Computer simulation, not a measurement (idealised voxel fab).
process module | voxel capacitor over wiring
cross-section cut | 200 nm wide | cells 5 nm
A cross-section is a grid of square cells, given in bands from the top down. A band is one or more rows of cells.
Each band's line starts with the height of the band's top and of its bottom, in nm. Then come its materials from left to right, each with its width in nm. One material with "throughout" fills the band from edge to edge. "air" is empty space.
Height 0 is the level under which the wafer as received is all one material. The lowest band goes on downwards, as in "0 down".
A width such as "30 to 40" changes by the same amount from each row of cells to the next, from the band's top row to its bottom row.
"no change" after a step means that no cell of the cross-section changed.
closed voids: empty space of 8 cells or more with no open way to the top, each as width x height at its distance from the left edge, in nm
after a step's settings: what the simulator itself notes on the step
overlay nm, on a step with a mask: how far to the right of its planned place the mask lay; to the left if negative
plan
1 op RECEIVE | material Si
2 op CONFORMAL_DEP | material SiO2 | thk nm 10
3 op DIRECTIONAL_DEP | material TiN | thk nm 5
4 op DIRECTIONAL_DEP | material W | thk nm 25
5 op MASKED_ETCH | tone cover | mask id METAL_1 | width nm 25 | pitch nm 95 | etch materials W | depth nm 25 | overlay nm 0
6 op MASKED_ETCH | tone cover | mask id METAL_1 | width nm 25 | pitch nm 95 | etch materials TiN | depth nm 5 | overlay nm -15
7 op FILL_DEP | material SiO2 | thk nm 5
8 op CMP | height nm 40
9 op CONFORMAL_DEP | material SiCN | thk nm 5
10 op DIRECTIONAL_DEP | material SiO2 | thk nm 20
11 op MASKED_ETCH | tone open | mask id PLUG_1 | width nm 15 | etch materials SiO2 | depth nm 20 | overlay nm 0
12 op MASKED_ETCH | tone open | mask id PLUG_1 | width nm 15 | etch materials SiCN | depth nm 5 | overlay nm 0
13 op EPI | material Ru | thk nm 10
14 op EPI | material Ru | thk nm 10
15 op EPI | material Ru | thk nm 5
16 op DIRECTIONAL_DEP | material TiN | thk nm 5
17 op DIRECTIONAL_DEP | material HfO2 | thk nm 5
18 op DIRECTIONAL_DEP | material TiN | thk nm 10
19 op PATTERN | tone cover | mask id UPPER_PLATE | material resist | width nm 75 | thk nm 20 | overlay nm 0
20 op DIRECTIONAL_ETCH | etch materials TiN | depth nm 10
21 op DIRECTIONAL_ETCH | etch materials HfO2 | depth nm 5
22 op STRIP | etch materials resist
23 op DIRECTIONAL_DEP | material aC | thk nm 10
24 op PATTERN | tone cover | mask id LOWER_PLATE | material resist | width nm 85 | thk nm 30 | overlay nm 0
25 op DIRECTIONAL_ETCH | etch materials aC | depth nm 10
26 op STRIP | etch materials resist
27 op DIRECTIONAL_ETCH | etch materials TiN | depth nm 5
28 op STRIP | etch materials aC
29 op FILL_DEP | material SiO2 | thk nm 20
30 op CMP | height nm 100
31 op DIRECTIONAL_DEP | material aC | thk nm 10
32 op PATTERN | tone open | mask id PLUG_2 | material resist | width nm 15 | thk nm 30 | overlay nm 0
33 op DIRECTIONAL_ETCH | etch materials aC | depth nm 10
34 op STRIP | etch materials resist
35 op DIRECTIONAL_ETCH | etch materials SiO2 | depth nm 15
36 op STRIP | etch materials aC
37 op CONFORMAL_DEP | material TiN | thk nm 5
38 op FILL_DEP | material Ru | thk nm 5
39 op CMP | height nm 100
40 op CONFORMAL_DEP | material SiN | thk nm 5
varied across the wafers: overlay nm of step 6. The plan shows the first wafer's value. All wafers start alike
first wafer as received, after step 1
  0 down: Si throughout
  closed voids: none
each wafer at the end: cells of each material gained (+) or lost (-) since it was received, then its closed voids
overlay nm -15 | +15 HfO2 | +17 Ru | +37 SiCN | +40 SiN | +611 SiO2 | +70 TiN | +50 W | closed voids: none
overlay nm -10 | +15 HfO2 | +17 Ru | +37 SiCN | +40 SiN | +613 SiO2 | +68 TiN | +50 W | closed voids: none
overlay nm -5 | +15 HfO2 | +17 Ru | +37 SiCN | +40 SiN | +615 SiO2 | +66 TiN | +50 W | closed voids: none
overlay nm 0 | +15 HfO2 | +17 Ru | +37 SiCN | +40 SiN | +617 SiO2 | +64 TiN | +50 W | closed voids: none
overlay nm 5 | +15 HfO2 | +17 Ru | +37 SiCN | +40 SiN | +615 SiO2 | +66 TiN | +50 W | closed voids: none
overlay nm 10 | +15 HfO2 | +17 Ru | +37 SiCN | +40 SiN | +613 SiO2 | +68 TiN | +50 W | closed voids: none
overlay nm 15 | +15 HfO2 | +17 Ru | +37 SiCN | +40 SiN | +611 SiO2 | +70 TiN | +50 W | closed voids: none
